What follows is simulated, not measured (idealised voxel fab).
The name of this process module is voxel tone inversion.
240 nm wide, 5 nm square cells: that's cross-section cut.
Cross-section, as written here: a square-cell grid given band by band from the top down, where a band holds one or more rows of cells. Heads up on the band format: heights come first, top then bottom, in nm. After that it's the materials left to right, each with its width in nm. A single material flagged "everywhere" fills the whole band edge to edge, and "blank" means there's empty space there. Where do heights start? At 0: under that level the wafer as delivered is made of one material only. And the lowest band has no floor; it just carries on downward, as in "z 0 and below". Width "30->40": first value at the band's top row of cells, second value at its bottom row, equal change from row to row. Where the words "identical to before" appear for a step, the cross-section shows no cell changed by that step; every cell remained as before. "Closed voids list" enumerates empty spaces isolated from the top, with no open way to it, that contain at least 8 cells, giving each as width x height at distance from the left edge, all three in nm. Whatever follows a step's settings on its line is a remark the simulator itself makes about that step. overlay nm: for a step with a mask, the amount by which the mask lay right of where it was planned; a negative amount means left of it.
PLANNED STEP LIST FOR THE PROCESS
1 RECEIVE with material Si
2 CONFORMAL_DEP with material SiN, thk nm 10
3 DIRECTIONAL_DEP with material aC, thk nm 15
4 PATTERN with tone cover, mask id POSTS, material resist, width nm 25, pitch nm 40, thk nm 25, overlay nm 0
5 DIRECTIONAL_ETCH with etch materials aC, depth nm 15
6 STRIP with etch materials resist
7 FILL_DEP with material lowk, thk nm 5
8 CMP with height nm 25
9 STRIP with etch materials aC
10 CONFORMAL_DEP with material TiN, thk nm 5
11 FILL_DEP with material Cu, thk nm 5
12 CMP with height nm 25
13 CONFORMAL_DEP with material SiN, thk nm 5
BELOW: THE FIRST OF TWO WAFERS, RUN AS PLANNED
INCOMING WAFER IN CROSS-SECTION (STATE: AFTER STEP 1)
* z 0 and below = Si everywhere
* Closed voids list: none
CROSS-SECTION OF THE WAFER AFTER STEP 2
* z 10 to 0 = SiN everywhere
* below 0: unchanged
CROSS-SECTION OF THE WAFER AFTER STEP 3
* z 25 to 10 = aC everywhere
* below 10: unchanged
CROSS-SECTION OF THE WAFER AFTER STEP 4
* z 50 to 25 = blank (65), then resist (25), then blank (15), then resist (25), then blank (15), then resist (25), then blank (70)
* below 25: unchanged
CROSS-SECTION OF THE WAFER AFTER STEP 5
* z 35 to 25 = blank (65), then resist (25), then blank (15), then resist (25), then blank (15), then resist (25), then blank (70)
* z 25 to 10 = blank (65), then aC (25), then blank (15), then aC (25), then blank (15), then aC (25), then blank (70)
* below 10: unchanged
CROSS-SECTION OF THE WAFER AFTER STEP 6
* z 25 to 10 = blank (65), then aC (25), then blank (15), then aC (25), then blank (15), then aC (25), then blank (70)
* below 10: unchanged
CROSS-SECTION OF THE WAFER AFTER STEP 7
* z 30 to 25 = lowk everywhere
* z 25 to 10 = lowk (65), then aC (25), then lowk (15), then aC (25), then lowk (15), then aC (25), then lowk (70)
* below 10: unchanged
CROSS-SECTION OF THE WAFER AFTER STEP 8
* z 25 to 10 = lowk (65), then aC (25), then lowk (15), then aC (25), then lowk (15), then aC (25), then lowk (70)
* below 10: unchanged
CROSS-SECTION OF THE WAFER AFTER STEP 9
* z 25 to 10 = lowk (65), then blank (25), then lowk (15), then blank (25), then lowk (15), then blank (25), then lowk (70)
* below 10: unchanged
CROSS-SECTION OF THE WAFER AFTER STEP 10
* z 30 to 25 = TiN (70), then blank (15), then TiN (25), then blank (15), then TiN (25), then blank (15), then TiN (75)
* z 25 to 15 = lowk (65), then TiN (5), then blank (15), then TiN (5), then lowk (15), then TiN (5), then blank (15), then TiN (5), then lowk (15), then TiN (5), then blank (15), then TiN (5), then lowk (70)
* z 15 to 10 = lowk (65), then TiN (25), then lowk (15), then TiN (25), then lowk (15), then TiN (25), then lowk (70)
* below 10: unchanged
CROSS-SECTION OF THE WAFER AFTER STEP 11
* z 35 to 30 = Cu everywhere
* z 30 to 25 = TiN (70), then Cu (15), then TiN (25), then Cu (15), then TiN (25), then Cu (15), then TiN (75)
* z 25 to 15 = lowk (65), then TiN (5), then Cu (15), then TiN (5), then lowk (15), then TiN (5), then Cu (15), then TiN (5), then lowk (15), then TiN (5), then Cu (15), then TiN (5), then lowk (70)
* below 15: unchanged
CROSS-SECTION OF THE WAFER AFTER STEP 12
* z 25 to 15 = lowk (65), then TiN (5), then Cu (15), then TiN (5), then lowk (15), then TiN (5), then Cu (15), then TiN (5), then lowk (15), then TiN (5), then Cu (15), then TiN (5), then lowk (70)
* below 15: unchanged
CROSS-SECTION OF THE WAFER AFTER STEP 13
* z 30 to 25 = SiN everywhere
* below 25: unchanged
SECOND WAFER: LIKE START, LIKE PLAN, ONE MISTAKE. THROUGH STEP 1 IT MATCHES THE FIRST WAFER
CROSS-SECTION OF THE SECOND WAFER CORRESPONDING TO THE PLANNED CONCLUSION OF STEP 2
* z 15 to 0 = aC everywhere
* below 0: unchanged
CROSS-SECTION OF THE SECOND WAFER CORRESPONDING TO THE PLANNED CONCLUSION OF STEP 3
* z 25 to 15 = SiN everywhere
* below 15: unchanged
CROSS-SECTION OF THE SECOND WAFER CORRESPONDING TO THE PLANNED CONCLUSION OF STEP 4
* z 50 to 25 = blank (65), then resist (25), then blank (15), then resist (25), then blank (15), then resist (25), then blank (70)
* below 25: unchanged
CROSS-SECTION OF THE SECOND WAFER CORRESPONDING TO THE PLANNED CONCLUSION OF STEP 5
* z 35 to 25 = blank (65), then resist (25), then blank (15), then resist (25), then blank (15), then resist (25), then blank (70)
* below 25: unchanged
CROSS-SECTION OF THE SECOND WAFER CORRESPONDING TO THE PLANNED CONCLUSION OF STEP 6
* z 25 to 15 = SiN everywhere
* below 15: unchanged
CROSS-SECTION OF THE SECOND WAFER CORRESPONDING TO THE PLANNED CONCLUSION OF STEP 7
* z 30 to 25 = lowk everywhere
* below 25: unchanged
CROSS-SECTION OF THE SECOND WAFER CORRESPONDING TO THE PLANNED CONCLUSION OF STEP 8
* z 25 to 15 = SiN everywhere
* below 15: unchanged
Cross-section of the second wafer corresponding to the planned conclusion of step 9: identical to before
CROSS-SECTION OF THE SECOND WAFER CORRESPONDING TO THE PLANNED CONCLUSION OF STEP 10
* z 30 to 25 = TiN everywhere
* below 25: unchanged
CROSS-SECTION OF THE SECOND WAFER CORRESPONDING TO THE PLANNED CONCLUSION OF STEP 11
* z 35 to 30 = Cu everywhere
* below 30: unchanged
CROSS-SECTION OF THE SECOND WAFER CORRESPONDING TO THE PLANNED CONCLUSION OF STEP 12
* z 25 to 15 = SiN everywhere
* below 15: unchanged
CROSS-SECTION OF THE SECOND WAFER CORRESPONDING TO THE PLANNED CONCLUSION OF STEP 13
* z 30 to 15 = SiN everywhere
* below 15: unchanged
It is concluded that the wafer was processed incorrectly with respect to the plan, in that ran 2 and 3 in swapped order versus the plan
Per the end-of-run cell counts, the second wafer holds more or fewer of some materials than the first: Cu -18, TiN -27, aC +144, lowk -99
